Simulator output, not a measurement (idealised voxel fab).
Documented hereafter: the process module known as voxel air gaps.
Square cells of 5 nm make up the cross-section cut, whose width is 200 nm.
Square cells in a grid make up a cross-section in this document, and the grid is given as bands, listed from the top down, each one or more rows of cells.
Within each band entry, the heights of the top and of the bottom of the band appear first, in that order and in nm; the materials of the band then follow from left to right, each with its corresponding width in nm. The designation "edge to edge" on a single material indicates that it fills the band from edge to edge; the designation "air" indicates empty space.
Height 0 is the level under which the wafer as received is all one material. The lowest band goes on downwards, as in "top 0, no bottom".
Width spec "30 to 40" -> top row of cells at first value, bottom row at second value, equal per-row change in between.
The cross-section has no changed cell in any step marked "nothing was modified".
"Cavities, closed" lists enclosed empty spaces (at least 8 cells, no open path upward to the top), each as width x height at distance from the left edge, in nm.
Read whatever lies past the settings on a step's line as the simulator's own remark about the step.
overlay nm: mask right of planned place by this much (step with mask). Neg. = left.

## List of planned process steps
1,RECEIVE with material Si
2,CONFORMAL_DEP with material SiO2, thk nm 15
3,CONFORMAL_DEP with material SiN, thk nm 5
4,DIRECTIONAL_DEP with material SiO2, thk nm 35
5,DIRECTIONAL_DEP with material aC, thk nm 15
6,PATTERN with tone open, mask id LINES, material resist, width nm 15, pitch nm 40, thk nm 35, overlay nm 0
7,DIRECTIONAL_ETCH with etch materials aC, depth nm 15
8,STRIP with etch materials resist
9,DIRECTIONAL_ETCH with etch materials SiO2, depth nm 35
10,STRIP with etch materials aC
11,CONFORMAL_DEP with material TiN, thk nm 5
12,FILL_DEP with material W, thk nm 5
13,CMP with height nm 55
14,EPI with material Ru, thk nm 10
15,SELECTIVE_ETCH with etch materials SiO2, depth nm 45
16,CONFORMAL_DEP with material SiCN, thk nm 5

## Incoming wafer in cross-section (state: after step 1)
    top 0, no bottom = Si edge to edge
    Cavities, closed: none

## Sectioned view, first of two wafers, at the close of the module, processed as intended in the plan
    top 70, bottom 65 = air 35; SiCN 125; air 40
    top 65, bottom 55 = air 35; SiCN 5; Ru 35; SiCN 5; Ru 35; SiCN 5; Ru 35; SiCN 5; air 40
    top 55, bottom 50 = air 35; SiCN 15; TiN 5; W 5; TiN 5; SiCN 25; TiN 5; W 5; TiN 5; SiCN 25; TiN 5; W 5; TiN 5; SiCN 15; air 40
    top 50, bottom 25 = air 45; SiCN 5; TiN 5; W 5; TiN 5; SiCN 5; air 15; SiCN 5; TiN 5; W 5; TiN 5; SiCN 5; air 15; SiCN 5; TiN 5; W 5; TiN 5; SiCN 5; air 50
    top 25, bottom 20 = SiCN 50; TiN 15; SiCN 25; TiN 15; SiCN 25; TiN 15; SiCN 55
    top 20, bottom 15 = SiN edge to edge
    top 15, bottom 0 = SiO2 edge to edge
    top 0, no bottom = Si edge to edge
    Cavities, closed: 15 x 25 at 70; 15 x 25 at 110

## Wafer two cross-section, module end. Start and plan unchanged from wafer one; one mistake made during the run
    top 70, bottom 65 = air 35; SiCN 125; air 40
    top 65, bottom 55 = air 35; SiCN 5; Ru 35; SiCN 5; Ru 35; SiCN 5; Ru 35; SiCN 5; air 40
    top 55, bottom 50 = air 35; SiCN 15; TiN 5; W 5; TiN 5; SiCN 25; TiN 5; W 5; TiN 5; SiCN 25; TiN 5; W 5; TiN 5; SiCN 15; air 40
    top 50, bottom 40 = air 45; SiCN 5; TiN 5; W 5; TiN 5; SiCN 5; air 15; SiCN 5; TiN 5; W 5; TiN 5; SiCN 5; air 15; SiCN 5; TiN 5; W 5; TiN 5; SiCN 5; air 50
    top 40, bottom 35 = SiCN 50; TiN 15; SiCN 25; TiN 15; SiCN 25; TiN 15; SiCN 55
    top 35, bottom 30 = SiN edge to edge
    top 30, bottom 0 = SiO2 edge to edge
    top 0, no bottom = Si edge to edge
    Cavities, closed: none
Nonconformance to the process plan: step 2 of the plan was twice carried out
Wafer comparison, final, in cells, second relative to first, materials more or fewer: -18 SiCN; +120 SiO2; -18 TiN; -9 W
First wafer closed voids (final) = 2; second wafer closed voids (final) = 0.
